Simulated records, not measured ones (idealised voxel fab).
A process module follows: voxel self aligned contacts.
Section shown: cut. Width: 280 nm. Cell size: 5 nm, square.
A cross-section is written here as square cells arranged in a grid, and it is given in bands from the top down, each band taking up one or more rows of cells.
Each band's line starts with the height of the band's top and of its bottom, in nm. Then come its materials from left to right, each with its width in nm. One material with "everywhere" fills the band from edge to edge. "air" is empty space.
Counting heights begins at 0, where everything beneath is, in the wafer as received, one material. The lowest band has no bottom; it goes on downwards, as "0 down" shows.
You'd read "30..40" like this: the band's top row of cells is as wide as the first number, its bottom row is as wide as the second, and going down, every row changes width by the same amount as the row before did.
Basically "remained the same" means that step didn't change any cell in the cross-section.
"Cavities, sealed" - sealed voids, min. 8 cells, no opening to top; format: width x height at distance (distance from left edge; nm throughout).
Heads up: the bit after the settings on a step's line is the simulator's remark on that step.
overlay nm: right-of-plan distance of the mask on a masked step; negative values mean left-of-plan.

Steps planned for the process:
| 1 | RECEIVE: material Si |
| 2 | CONFORMAL_DEP: material SiO2, thk nm 5 |
| 3 | DIRECTIONAL_DEP: material polySi, thk nm 30 |
| 4 | DIRECTIONAL_DEP: material SiN, thk nm 15 |
| 5 | DIRECTIONAL_DEP: material aC, thk nm 10 |
| 6 | PATTERN: tone cover, mask id GATE, material resist, width nm 30, pitch nm 60, thk nm 25, overlay nm 0 |
| 7 | DIRECTIONAL_ETCH: etch materials aC, depth nm 10 |
| 8 | STRIP: etch materials resist |
| 9 | DIRECTIONAL_ETCH: etch materials SiN, depth nm 15 |
| 10 | DIRECTIONAL_ETCH: etch materials polySi, depth nm 30 |
| 11 | STRIP: etch materials aC |
| 12 | CONFORMAL_DEP: material SiN, thk nm 5 |
| 13 | DIRECTIONAL_ETCH: etch materials SiN, depth nm 5 |
| 14 | FILL_DEP: material SiO2, thk nm 15 |
| 15 | CMP: height nm 60 |
| 16 | MASKED_ETCH: tone open, mask id CONTACT, width nm 40, etch materials SiO2, depth nm 60, overlay nm 0 |
| 17 | CONFORMAL_DEP: material TiN, thk nm 5 |
| 18 | FILL_DEP: material W, thk nm 10 |
| 19 | CMP: height nm 60 |
| 20 | CONFORMAL_DEP: material SiCN, thk nm 5 |

What follows covers the first of two wafers; it ran as planned:

Cross-sectional view of the wafer in its as-received condition, corresponding to the state after step 1:
0 down: Si everywhere
Cavities, sealed: none

The following cross-section depicts the wafer upon completion of step 2:
5 to 0: SiO2 everywhere
At heights below 0, the structure remains unaltered.

The following cross-section depicts the wafer upon completion of step 3:
35 to 5: polySi everywhere
At heights below 5, the structure remains unaltered.

The following cross-section depicts the wafer upon completion of step 4:
50 to 35: SiN everywhere
At heights below 35, the structure remains unaltered.

The following cross-section depicts the wafer upon completion of step 5:
60 to 50: aC everywhere
At heights below 50, the structure remains unaltered.

The following cross-section depicts the wafer upon completion of step 6:
85 to 60: air 95 nm, then resist 30 nm, then air 30 nm, then resist 30 nm, then air 95 nm
At heights below 60, the structure remains unaltered.

The following cross-section depicts the wafer upon completion of step 7:
75 to 60: air 95 nm, then resist 30 nm, then air 30 nm, then resist 30 nm, then air 95 nm
60 to 50: air 95 nm, then aC 30 nm, then air 30 nm, then aC 30 nm, then air 95 nm
At heights below 50, the structure remains unaltered.

The following cross-section depicts the wafer upon completion of step 8:
60 to 50: air 95 nm, then aC 30 nm, then air 30 nm, then aC 30 nm, then air 95 nm
At heights below 50, the structure remains unaltered.

The following cross-section depicts the wafer upon completion of step 9:
60 to 50: air 95 nm, then aC 30 nm, then air 30 nm, then aC 30 nm, then air 95 nm
50 to 35: air 95 nm, then SiN 30 nm, then air 30 nm, then SiN 30 nm, then air 95 nm
At heights below 35, the structure remains unaltered.

The following cross-section depicts the wafer upon completion of step 10:
60 to 50: air 95 nm, then aC 30 nm, then air 30 nm, then aC 30 nm, then air 95 nm
50 to 35: air 95 nm, then SiN 30 nm, then air 30 nm, then SiN 30 nm, then air 95 nm
35 to 5: air 95 nm, then polySi 30 nm, then air 30 nm, then polySi 30 nm, then air 95 nm
At heights below 5, the structure remains unaltered.

The following cross-section depicts the wafer upon completion of step 11:
50 to 35: air 95 nm, then SiN 30 nm, then air 30 nm, then SiN 30 nm, then air 95 nm
At heights below 35, the structure remains unaltered.

The following cross-section depicts the wafer upon completion of step 12:
55 to 35: air 90 nm, then SiN 40 nm, then air 20 nm, then SiN 40 nm, then air 90 nm
35 to 10: air 90 nm, then SiN 5 nm, then polySi 30 nm, then SiN 5 nm, then air 20 nm, then SiN 5 nm, then polySi 30 nm, then SiN 5 nm, then air 90 nm
10 to 5: SiN 95 nm, then polySi 30 nm, then SiN 30 nm, then polySi 30 nm, then SiN 95 nm
At heights below 5, the structure remains unaltered.

The following cross-section depicts the wafer upon completion of step 13:
50 to 35: air 90 nm, then SiN 40 nm, then air 20 nm, then SiN 40 nm, then air 90 nm
35 to 5: air 90 nm, then SiN 5 nm, then polySi 30 nm, then SiN 5 nm, then air 20 nm, then SiN 5 nm, then polySi 30 nm, then SiN 5 nm, then air 90 nm
At heights below 5, the structure remains unaltered.

The following cross-section depicts the wafer upon completion of step 14:
65 to 50: SiO2 everywhere
50 to 35: SiO2 90 nm, then SiN 40 nm, then SiO2 20 nm, then SiN 40 nm, then SiO2 90 nm
35 to 5: SiO2 90 nm, then SiN 5 nm, then polySi 30 nm, then SiN 5 nm, then SiO2 20 nm, then SiN 5 nm, then polySi 30 nm, then SiN 5 nm, then SiO2 90 nm
At heights below 5, the structure remains unaltered.

The following cross-section depicts the wafer upon completion of step 15:
60 to 50: SiO2 everywhere
At heights below 50, the structure remains unaltered.

The following cross-section depicts the wafer upon completion of step 16:
60 to 50: SiO2 120 nm, then air 40 nm, then SiO2 120 nm
50 to 35: SiO2 90 nm, then SiN 40 nm, then air 20 nm, then SiN 40 nm, then SiO2 90 nm
35 to 5: SiO2 90 nm, then SiN 5 nm, then polySi 30 nm, then SiN 5 nm, then air 20 nm, then SiN 5 nm, then polySi 30 nm, then SiN 5 nm, then SiO2 90 nm
5 to 0: SiO2 130 nm, then air 20 nm, then SiO2 130 nm
At heights below 0, the structure remains unaltered.

The following cross-section depicts the wafer upon completion of step 17:
65 to 60: TiN 125 nm, then air 30 nm, then TiN 125 nm
60 to 50: SiO2 120 nm, then TiN 5..15 nm, then air 30..10 nm, then TiN 5..15 nm, then SiO2 120 nm
50 to 35: SiO2 90 nm, then SiN 40 nm, then TiN 5 nm, then air 10 nm, then TiN 5 nm, then SiN 40 nm, then SiO2 90 nm
35 to 5: SiO2 90 nm, then SiN 5 nm, then polySi 30 nm, then SiN 5 nm, then TiN 5 nm, then air 10 nm, then TiN 5 nm, then SiN 5 nm, then polySi 30 nm, then SiN 5 nm, then SiO2 90 nm
5 to 0: SiO2 130 nm, then TiN 20 nm, then SiO2 130 nm
At heights below 0, the structure remains unaltered.

The following cross-section depicts the wafer upon completion of step 18:
75 to 65: W everywhere
65 to 60: TiN 125 nm, then W 30 nm, then TiN 125 nm
60 to 50: SiO2 120 nm, then TiN 5..15 nm, then W 30..10 nm, then TiN 5..15 nm, then SiO2 120 nm
50 to 35: SiO2 90 nm, then SiN 40 nm, then TiN 5 nm, then W 10 nm, then TiN 5 nm, then SiN 40 nm, then SiO2 90 nm
35 to 5: SiO2 90 nm, then SiN 5 nm, then polySi 30 nm, then SiN 5 nm, then TiN 5 nm, then W 10 nm, then TiN 5 nm, then SiN 5 nm, then polySi 30 nm, then SiN 5 nm, then SiO2 90 nm
At heights below 5, the structure remains unaltered.

The following cross-section depicts the wafer upon completion of step 19:
60 to 50: SiO2 120 nm, then TiN 5..15 nm, then W 30..10 nm, then TiN 5..15 nm, then SiO2 120 nm
At heights below 50, the structure remains unaltered.

The following cross-section depicts the wafer upon completion of step 20:
65 to 60: SiCN everywhere
At heights below 60, the structure remains unaltered.

Second wafer, same starting conditions and recipe as the first, one mistake in executing it, nothing differs from the first up to and including step 15:

Second wafer, cross-section, planned end of step 16:
60 to 50: SiO2 125 nm, then air 40 nm, then SiO2 115 nm
50 to 35: SiO2 90 nm, then SiN 40 nm, then air 20 nm, then SiN 40 nm, then SiO2 90 nm
35 to 5: SiO2 90 nm, then SiN 5 nm, then polySi 30 nm, then SiN 5 nm, then air 20 nm, then SiN 5 nm, then polySi 30 nm, then SiN 5 nm, then SiO2 90 nm
5 to 0: SiO2 130 nm, then air 20 nm, then SiO2 130 nm
At heights below 0, the structure remains unaltered.

Second wafer, cross-section, planned end of step 17:
65 to 60: TiN 130 nm, then air 30 nm, then TiN 120 nm
60 to 50: SiO2 125 nm, then TiN 5..10 nm, then air 30..10 nm, then TiN 5..20 nm, then SiO2 115 nm
50 to 35: SiO2 90 nm, then SiN 40 nm, then TiN 5 nm, then air 10 nm, then TiN 5 nm, then SiN 40 nm, then SiO2 90 nm
35 to 5: SiO2 90 nm, then SiN 5 nm, then polySi 30 nm, then SiN 5 nm, then TiN 5 nm, then air 10 nm, then TiN 5 nm, then SiN 5 nm, then polySi 30 nm, then SiN 5 nm, then SiO2 90 nm
5 to 0: SiO2 130 nm, then TiN 20 nm, then SiO2 130 nm
At heights below 0, the structure remains unaltered.

Second wafer, cross-section, planned end of step 18:
75 to 65: W everywhere
65 to 60: TiN 130 nm, then W 30 nm, then TiN 120 nm
60 to 50: SiO2 125 nm, then TiN 5..10 nm, then W 30..10 nm, then TiN 5..20 nm, then SiO2 115 nm
50 to 35: SiO2 90 nm, then SiN 40 nm, then TiN 5 nm, then W 10 nm, then TiN 5 nm, then SiN 40 nm, then SiO2 90 nm
35 to 5: SiO2 90 nm, then SiN 5 nm, then polySi 30 nm, then SiN 5 nm, then TiN 5 nm, then W 10 nm, then TiN 5 nm, then SiN 5 nm, then polySi 30 nm, then SiN 5 nm, then SiO2 90 nm
At heights below 5, the structure remains unaltered.

Second wafer, cross-section, planned end of step 19:
60 to 50: SiO2 125 nm, then TiN 5..10 nm, then W 30..10 nm, then TiN 5..20 nm, then SiO2 115 nm
At heights below 50, the structure remains unaltered.

Second wafer, cross-section, planned end of step 20:
65 to 60: SiCN everywhere
At heights below 60, the structure remains unaltered.
Finding, execution versus plan: step 16 ran with different settings than intended, the actual operation and settings being MASKED_ETCH: tone open, mask id CONTACT, width nm 40, etch materials SiO2, depth nm 60, overlay nm 5
Comparing end states, the material composition by cell count is preserved from the first wafer to the second, while the locations of the cells are not.
